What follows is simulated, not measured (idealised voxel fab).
This is a process module. Its name is voxel trench capacitor.
Pictured: cross-section cut, 260 nm wide, on a grid of 5 nm square cells.
The cross-sections in this document take the form of a grid made of square cells. They are written out as bands, in order from top to bottom. Each band consists of one or more rows of cells.
Band entry format. Leading values: height of top, height of bottom, nm. Remainder: materials in left-to-right order, each with its width in nm. Special words: "throughout" on a single material, which then fills the band edge to edge; "blank", empty space.
Height 0 is the level under which the wafer as received is all one material. The lowest band goes on downwards, as in "0 nm and below".
Think of "30->40" as a width that walks from the first number to the second as you go down the band, top row to bottom row, taking equal-sized steps from row to row.
Step note "nothing changed" = no cross-section cell changed.
"Sealed voids" - sealed voids, min. 8 cells, no opening to top; format: width x height at distance (distance from left edge; nm throughout).
The remark found on a step's line after its settings is issued by the simulator itself and pertains to that step.
Steps that use a mask can have "overlay nm" on their line. It says how far the mask sat to the right of where it was meant to be. Negative means to the left.
PLANNED STEP LIST FOR THE PROCESS
1: RECEIVE [material Si]
2: CONFORMAL_DEP [material SiN] [thk nm 5]
3: MASKED_ETCH [tone open] [mask id TRENCH] [width nm 30] [pitch nm 45] [etch materials SiN] [depth nm 5] [overlay nm 0]
4: MASKED_ETCH [tone open] [mask id TRENCH] [width nm 30] [pitch nm 45] [etch materials Si] [depth nm 40] [overlay nm 0]
5: CONFORMAL_DEP [material Al2O3] [thk nm 5]
6: CONFORMAL_DEP [material TiN] [thk nm 5]
7: FILL_DEP [material W] [thk nm 5]
8: CMP [height nm 5]
THE FOLLOWING PERTAINS TO THE FIRST OF TWO WAFERS, WHICH WAS PROCESSED AS PLANNED
INCOMING WAFER IN CROSS-SECTION (STATE: AFTER STEP 1)
  0 nm and below  Si throughout
  Sealed voids: none
UPON COMPLETION OF STEP 2, THE WAFER APPEARS IN CROSS-SECTION AS SHOWN
  5 nm to 0 nm  SiN throughout
  Below 0, the layers are the same as they were.
UPON COMPLETION OF STEP 3, THE WAFER APPEARS IN CROSS-SECTION AS SHOWN
  5 nm to 0 nm  70 SiN; 30 blank; 15 SiN; 30 blank; 15 SiN; 30 blank; 70 SiN
  Below 0, the layers are the same as they were.
UPON COMPLETION OF STEP 4, THE WAFER APPEARS IN CROSS-SECTION AS SHOWN
  5 nm to 0 nm  70 SiN; 30 blank; 15 SiN; 30 blank; 15 SiN; 30 blank; 70 SiN
  0 nm to -40 nm  70 Si; 30 blank; 15 Si; 30 blank; 15 Si; 30 blank; 70 Si
  Below -40, the layers are the same as they were.
UPON COMPLETION OF STEP 5, THE WAFER APPEARS IN CROSS-SECTION AS SHOWN
  10 nm to 5 nm  75 Al2O3; 20 blank; 25 Al2O3; 20 blank; 25 Al2O3; 20 blank; 75 Al2O3
  5 nm to 0 nm  70 SiN; 5 Al2O3; 20 blank; 5 Al2O3; 15 SiN; 5 Al2O3; 20 blank; 5 Al2O3; 15 SiN; 5 Al2O3; 20 blank; 5 Al2O3; 70 SiN
  0 nm to -35 nm  70 Si; 5 Al2O3; 20 blank; 5 Al2O3; 15 Si; 5 Al2O3; 20 blank; 5 Al2O3; 15 Si; 5 Al2O3; 20 blank; 5 Al2O3; 70 Si
  -35 nm to -40 nm  70 Si; 30 Al2O3; 15 Si; 30 Al2O3; 15 Si; 30 Al2O3; 70 Si
  Below -40, the layers are the same as they were.
UPON COMPLETION OF STEP 6, THE WAFER APPEARS IN CROSS-SECTION AS SHOWN
  15 nm to 10 nm  80 TiN; 10 blank; 35 TiN; 10 blank; 35 TiN; 10 blank; 80 TiN
  10 nm to 5 nm  75 Al2O3; 5 TiN; 10 blank; 5 TiN; 25 Al2O3; 5 TiN; 10 blank; 5 TiN; 25 Al2O3; 5 TiN; 10 blank; 5 TiN; 75 Al2O3
  5 nm to 0 nm  70 SiN; 5 Al2O3; 5 TiN; 10 blank; 5 TiN; 5 Al2O3; 15 SiN; 5 Al2O3; 5 TiN; 10 blank; 5 TiN; 5 Al2O3; 15 SiN; 5 Al2O3; 5 TiN; 10 blank; 5 TiN; 5 Al2O3; 70 SiN
  0 nm to -30 nm  70 Si; 5 Al2O3; 5 TiN; 10 blank; 5 TiN; 5 Al2O3; 15 Si; 5 Al2O3; 5 TiN; 10 blank; 5 TiN; 5 Al2O3; 15 Si; 5 Al2O3; 5 TiN; 10 blank; 5 TiN; 5 Al2O3; 70 Si
  -30 nm to -35 nm  70 Si; 5 Al2O3; 20 TiN; 5 Al2O3; 15 Si; 5 Al2O3; 20 TiN; 5 Al2O3; 15 Si; 5 Al2O3; 20 TiN; 5 Al2O3; 70 Si
  Below -35, the layers are the same as they were.
UPON COMPLETION OF STEP 7, THE WAFER APPEARS IN CROSS-SECTION AS SHOWN
  20 nm to 15 nm  W throughout
  15 nm to 10 nm  80 TiN; 10 W; 35 TiN; 10 W; 35 TiN; 10 W; 80 TiN
  10 nm to 5 nm  75 Al2O3; 5 TiN; 10 W; 5 TiN; 25 Al2O3; 5 TiN; 10 W; 5 TiN; 25 Al2O3; 5 TiN; 10 W; 5 TiN; 75 Al2O3
  5 nm to 0 nm  70 SiN; 5 Al2O3; 5 TiN; 10 W; 5 TiN; 5 Al2O3; 15 SiN; 5 Al2O3; 5 TiN; 10 W; 5 TiN; 5 Al2O3; 15 SiN; 5 Al2O3; 5 TiN; 10 W; 5 TiN; 5 Al2O3; 70 SiN
  0 nm to -30 nm  70 Si; 5 Al2O3; 5 TiN; 10 W; 5 TiN; 5 Al2O3; 15 Si; 5 Al2O3; 5 TiN; 10 W; 5 TiN; 5 Al2O3; 15 Si; 5 Al2O3; 5 TiN; 10 W; 5 TiN; 5 Al2O3; 70 Si
  Below -30, the layers are the same as they were.
UPON COMPLETION OF STEP 8, THE WAFER APPEARS IN CROSS-SECTION AS SHOWN
  5 nm to 0 nm  70 SiN; 5 Al2O3; 5 TiN; 10 W; 5 TiN; 5 Al2O3; 15 SiN; 5 Al2O3; 5 TiN; 10 W; 5 TiN; 5 Al2O3; 15 SiN; 5 Al2O3; 5 TiN; 10 W; 5 TiN; 5 Al2O3; 70 SiN
  Below 0, the layers are the same as they were.
THE REMAINING WAFER, SECOND OF THE TWO, STARTED LIKE THE FIRST AND WAS RUN TO THE SAME PLAN, EXCEPT THAT ONE MISTAKE WAS MADE ALONG THE WAY; THE TWO COINCIDE THROUGH STEP 2, INCLUSIVE
CROSS-SECTIONAL REPRESENTATION OF THE SECOND WAFER AT THE TIME DESIGNATED IN THE PLAN FOR THE COMPLETION OF STEP 3
  5 nm to 0 nm  70 blank; 30 SiN; 15 blank; 30 SiN; 15 blank; 30 SiN; 70 blank
  Below 0, the layers are the same as they were.
Cross-sectional representation of the second wafer at the time designated in the plan for the completion of step 4: nothing changed
CROSS-SECTIONAL REPRESENTATION OF THE SECOND WAFER AT THE TIME DESIGNATED IN THE PLAN FOR THE COMPLETION OF STEP 5
  10 nm to 5 nm  65 blank; 40 Al2O3; 5 blank; 40 Al2O3; 5 blank; 40 Al2O3; 65 blank
  5 nm to 0 nm  70 Al2O3; 30 SiN; 15 Al2O3; 30 SiN; 15 Al2O3; 30 SiN; 70 Al2O3
  Below 0, the layers are the same as they were.
CROSS-SECTIONAL REPRESENTATION OF THE SECOND WAFER AT THE TIME DESIGNATED IN THE PLAN FOR THE COMPLETION OF STEP 6
  15 nm to 10 nm  60 blank; 140 TiN; 60 blank
  10 nm to 5 nm  65 TiN; 40 Al2O3; 5 TiN; 40 Al2O3; 5 TiN; 40 Al2O3; 65 TiN
  Below 5, the layers are the same as they were.
CROSS-SECTIONAL REPRESENTATION OF THE SECOND WAFER AT THE TIME DESIGNATED IN THE PLAN FOR THE COMPLETION OF STEP 7
  20 nm to 15 nm  W throughout
  15 nm to 10 nm  60 W; 140 TiN; 60 W
  Below 10, the layers are the same as they were.
CROSS-SECTIONAL REPRESENTATION OF THE SECOND WAFER AT THE TIME DESIGNATED IN THE PLAN FOR THE COMPLETION OF STEP 8
  5 nm to 0 nm  70 Al2O3; 30 SiN; 15 Al2O3; 30 SiN; 15 Al2O3; 30 SiN; 70 Al2O3
  Below 0, the layers are the same as they were.
What broke from the plan during processing? for step 3, the planned setting was not used; the step was instead run as MASKED_ETCH [tone cover] [mask id TRENCH] [width nm 30] [pitch nm 45] [etch materials SiN] [depth nm 5] [overlay nm 0]
Heads up, by the end the second wafer has more or fewer cells of some materials compared to the first: -32 Al2O3; +144 Si; -16 SiN; -54 TiN; -42 W
